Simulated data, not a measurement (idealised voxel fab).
The following process module bears the name voxel quadruple lines.
It is cross-section cut that appears here, measuring 245 nm in width, its square cells being 5 nm in size.
Each cross-section below is a grid of square cells, stated as bands in top-down order, with one or more rows of cells making up each band. Band: top height; bottom height; in nm. Then, left to right: material with width in nm, for each material. "everywhere": a single material spanning edge to edge. "blank": empty space. Counting heights begins at 0, where everything beneath is, in the wafer as received, one material. The lowest band has no bottom; it goes on downwards, as "from 0 down" shows. Width: "30 to 40" (first number = top row, second number = bottom row, same change from row to row of cells). Basically "same as before" means that step didn't change any cell in the cross-section. Each empty space that has no open way to the top and spans at least 8 cells appears under "Closed cavities" as width x height at distance, the distance counted from the left edge, all in nm. Anything after a step's settings on that line? It's the simulator's own note about the step. The setting "overlay nm" may be written on the line of a step. When the step uses a mask, the value reports how far to the right of the planned place the mask lay, and a negative value reports that it lay to the left.

Here's what the planned process steps look like
1. RECEIVE with material Si
2. CONFORMAL_DEP with material Al2O3, thk nm 5
3. DIRECTIONAL_DEP with material TiN, thk nm 10
4. DIRECTIONAL_DEP with material polySi, thk nm 20
5. DIRECTIONAL_DEP with material aC, thk nm 20
6. PATTERN with tone cover, mask id MANDREL, material resist, width nm 20, pitch nm 60, thk nm 25, overlay nm 0
7. DIRECTIONAL_ETCH with etch materials aC, depth nm 20
8. STRIP with etch materials resist
9. CONFORMAL_DEP with material SiO2, thk nm 10
10. DIRECTIONAL_ETCH with etch materials SiO2, depth nm 10
11. STRIP with etch materials aC
12. DIRECTIONAL_ETCH with etch materials polySi, depth nm 20
13. STRIP with etch materials SiO2
14. CONFORMAL_DEP with material SiCN, thk nm 5
15. DIRECTIONAL_ETCH with etch materials SiCN, depth nm 5
16. STRIP with etch materials polySi
17. DIRECTIONAL_ETCH with etch materials TiN, depth nm 10
18. STRIP with etch materials SiCN
19. FILL_DEP with material SiO2, thk nm 5
20. CMP with height nm 15

First of two wafers: run as planned

As received (post step 1): cross-section
	from 0 down | Si everywhere
	Closed cavities: none

Take a look at the wafer's cross-section after step 2
	from 5 to 0 | Al2O3 everywhere
	Nothing below the height 0 has changed.

Take a look at the wafer's cross-section after step 3
	from 15 to 5 | TiN everywhere
	Nothing below the height 5 has changed.

Take a look at the wafer's cross-section after step 4
	from 35 to 15 | polySi everywhere
	Nothing below the height 15 has changed.

Take a look at the wafer's cross-section after step 5
	from 55 to 35 | aC everywhere
	Nothing below the height 35 has changed.

Take a look at the wafer's cross-section after step 6
	from 80 to 55 | blank=80, resist=20, blank=40, resist=20, blank=85
	Nothing below the height 55 has changed.

Take a look at the wafer's cross-section after step 7
	from 60 to 55 | blank=80, resist=20, blank=40, resist=20, blank=85
	from 55 to 35 | blank=80, aC=20, blank=40, aC=20, blank=85
	Nothing below the height 35 has changed.

Take a look at the wafer's cross-section after step 8
	from 55 to 35 | blank=80, aC=20, blank=40, aC=20, blank=85
	Nothing below the height 35 has changed.

Take a look at the wafer's cross-section after step 9
	from 65 to 55 | blank=70, SiO2=40, blank=20, SiO2=40, blank=75
	from 55 to 45 | blank=70, SiO2=10, aC=20, SiO2=10, blank=20, SiO2=10, aC=20, SiO2=10, blank=75
	from 45 to 35 | SiO2=80, aC=20, SiO2=40, aC=20, SiO2=85
	Nothing below the height 35 has changed.

Take a look at the wafer's cross-section after step 10
	from 55 to 35 | blank=70, SiO2=10, aC=20, SiO2=10, blank=20, SiO2=10, aC=20, SiO2=10, blank=75
	Nothing below the height 35 has changed.

Take a look at the wafer's cross-section after step 11
	from 55 to 35 | blank=70, SiO2=10, blank=20, SiO2=10, blank=20, SiO2=10, blank=20, SiO2=10, blank=75
	Nothing below the height 35 has changed.

Take a look at the wafer's cross-section after step 12
	from 55 to 35 | blank=70, SiO2=10, blank=20, SiO2=10, blank=20, SiO2=10, blank=20, SiO2=10, blank=75
	from 35 to 15 | blank=70, polySi=10, blank=20, polySi=10, blank=20, polySi=10, blank=20, polySi=10, blank=75
	Nothing below the height 15 has changed.

Take a look at the wafer's cross-section after step 13
	from 35 to 15 | blank=70, polySi=10, blank=20, polySi=10, blank=20, polySi=10, blank=20, polySi=10, blank=75
	Nothing below the height 15 has changed.

Take a look at the wafer's cross-section after step 14
	from 40 to 35 | blank=65, SiCN=20, blank=10, SiCN=20, blank=10, SiCN=20, blank=10, SiCN=20, blank=70
	from 35 to 20 | blank=65, SiCN=5, polySi=10, SiCN=5, blank=10, SiCN=5, polySi=10, SiCN=5, blank=10, SiCN=5, polySi=10, SiCN=5, blank=10, SiCN=5, polySi=10, SiCN=5, blank=70
	from 20 to 15 | SiCN=70, polySi=10, SiCN=20, polySi=10, SiCN=20, polySi=10, SiCN=20, polySi=10, SiCN=75
	Nothing below the height 15 has changed.

Take a look at the wafer's cross-section after step 15
	from 35 to 15 | blank=65, SiCN=5, polySi=10, SiCN=5, blank=10, SiCN=5, polySi=10, SiCN=5, blank=10, SiCN=5, polySi=10, SiCN=5, blank=10, SiCN=5, polySi=10, SiCN=5, blank=70
	Nothing below the height 15 has changed.

Take a look at the wafer's cross-section after step 16
	from 35 to 15 | blank=65, SiCN=5, blank=10, SiCN=5, blank=10, SiCN=5, blank=10, SiCN=5, blank=10, SiCN=5, blank=10, SiCN=5, blank=10, SiCN=5, blank=10, SiCN=5, blank=70
	Nothing below the height 15 has changed.

Take a look at the wafer's cross-section after step 17
	from 35 to 15 | blank=65, SiCN=5, blank=10, SiCN=5, blank=10, SiCN=5, blank=10, SiCN=5, blank=10, SiCN=5, blank=10, SiCN=5, blank=10, SiCN=5, blank=10, SiCN=5, blank=70
	from 15 to 5 | blank=65, TiN=5, blank=10, TiN=5, blank=10, TiN=5, blank=10, TiN=5, blank=10, TiN=5, blank=10, TiN=5, blank=10, TiN=5, blank=10, TiN=5, blank=70
	Nothing below the height 5 has changed.

Take a look at the wafer's cross-section after step 18
	from 15 to 5 | blank=65, TiN=5, blank=10, TiN=5, blank=10, TiN=5, blank=10, TiN=5, blank=10, TiN=5, blank=10, TiN=5, blank=10, TiN=5, blank=10, TiN=5, blank=70
	Nothing below the height 5 has changed.

Take a look at the wafer's cross-section after step 19
	from 20 to 15 | SiO2 everywhere
	from 15 to 5 | SiO2=65, TiN=5, SiO2=10, TiN=5, SiO2=10, TiN=5, SiO2=10, TiN=5, SiO2=10, TiN=5, SiO2=10, TiN=5, SiO2=10, TiN=5, SiO2=10, TiN=5, SiO2=70
	Nothing below the height 5 has changed.

Take a look at the wafer's cross-section after step 20
	from 15 to 5 | SiO2=65, TiN=5, SiO2=10, TiN=5, SiO2=10, TiN=5, SiO2=10, TiN=5, SiO2=10, TiN=5, SiO2=10, TiN=5, SiO2=10, TiN=5, SiO2=10, TiN=5, SiO2=70
	Nothing below the height 5 has changed.

The remaining wafer, second of the two, started like the first and was run to the same plan, except that one mistake was made along the way; the two coincide through step 5, inclusive

Here is the second wafer in cross-section at the point where step 6 of the plan should have been done
	from 80 to 55 | resist=80, blank=20, resist=40, blank=20, resist=85
	Nothing below the height 55 has changed.

Here is the second wafer in cross-section at the point where step 7 of the plan should have been done
	from 60 to 55 | resist=80, blank=20, resist=40, blank=20, resist=85
	from 55 to 35 | aC=80, blank=20, aC=40, blank=20, aC=85
	Nothing below the height 35 has changed.

Here is the second wafer in cross-section at the point where step 8 of the plan should have been done
	from 55 to 35 | aC=80, blank=20, aC=40, blank=20, aC=85
	Nothing below the height 35 has changed.

Here is the second wafer in cross-section at the point where step 9 of the plan should have been done
	from 65 to 55 | SiO2 everywhere
	from 55 to 35 | aC=80, SiO2=20, aC=40, SiO2=20, aC=85
	Nothing below the height 35 has changed.

Here is the second wafer in cross-section at the point where step 10 of the plan should have been done
	from 55 to 35 | aC=80, SiO2=20, aC=40, SiO2=20, aC=85
	Nothing below the height 35 has changed.

Here is the second wafer in cross-section at the point where step 11 of the plan should have been done
	from 55 to 35 | blank=80, SiO2=20, blank=40, SiO2=20, blank=85
	Nothing below the height 35 has changed.

Here is the second wafer in cross-section at the point where step 12 of the plan should have been done
	from 55 to 35 | blank=80, SiO2=20, blank=40, SiO2=20, blank=85
	from 35 to 15 | blank=80, polySi=20, blank=40, polySi=20, blank=85
	Nothing below the height 15 has changed.

Here is the second wafer in cross-section at the point where step 13 of the plan should have been done
	from 35 to 15 | blank=80, polySi=20, blank=40, polySi=20, blank=85
	Nothing below the height 15 has changed.

Here is the second wafer in cross-section at the point where step 14 of the plan should have been done
	from 40 to 35 | blank=75, SiCN=30, blank=30, SiCN=30, blank=80
	from 35 to 20 | blank=75, SiCN=5, polySi=20, SiCN=5, blank=30, SiCN=5, polySi=20, SiCN=5, blank=80
	from 20 to 15 | SiCN=80, polySi=20, SiCN=40, polySi=20, SiCN=85
	Nothing below the height 15 has changed.

Here is the second wafer in cross-section at the point where step 15 of the plan should have been done
	from 35 to 15 | blank=75, SiCN=5, polySi=20, SiCN=5, blank=30, SiCN=5, polySi=20, SiCN=5, blank=80
	Nothing below the height 15 has changed.

Here is the second wafer in cross-section at the point where step 16 of the plan should have been done
	from 35 to 15 | blank=75, SiCN=5, blank=20, SiCN=5, blank=30, SiCN=5, blank=20, SiCN=5, blank=80
	Nothing below the height 15 has changed.

Here is the second wafer in cross-section at the point where step 17 of the plan should have been done
	from 35 to 15 | blank=75, SiCN=5, blank=20, SiCN=5, blank=30, SiCN=5, blank=20, SiCN=5, blank=80
	from 15 to 5 | blank=75, TiN=5, blank=20, TiN=5, blank=30, TiN=5, blank=20, TiN=5, blank=80
	Nothing below the height 5 has changed.

Here is the second wafer in cross-section at the point where step 18 of the plan should have been done
	from 15 to 5 | blank=75, TiN=5, blank=20, TiN=5, blank=30, TiN=5, blank=20, TiN=5, blank=80
	Nothing below the height 5 has changed.

Here is the second wafer in cross-section at the point where step 19 of the plan should have been done
	from 20 to 15 | SiO2 everywhere
	from 15 to 5 | SiO2=75, TiN=5, SiO2=20, TiN=5, SiO2=30, TiN=5, SiO2=20, TiN=5, SiO2=80
	Nothing below the height 5 has changed.

Here is the second wafer in cross-section at the point where step 20 of the plan should have been done
	from 15 to 5 | SiO2=75, TiN=5, SiO2=20, TiN=5, SiO2=30, TiN=5, SiO2=20, TiN=5, SiO2=80
	Nothing below the height 5 has changed.
Processing error: heads up, step 6 didn't go per plan, it actually ran as PATTERN with tone open, mask id MANDREL, material resist, width nm 20, pitch nm 60, thk nm 25, overlay nm 0
Wafer comparison, final, in cells, second relative to first, materials more or fewer: SiO2 +8, TiN -8
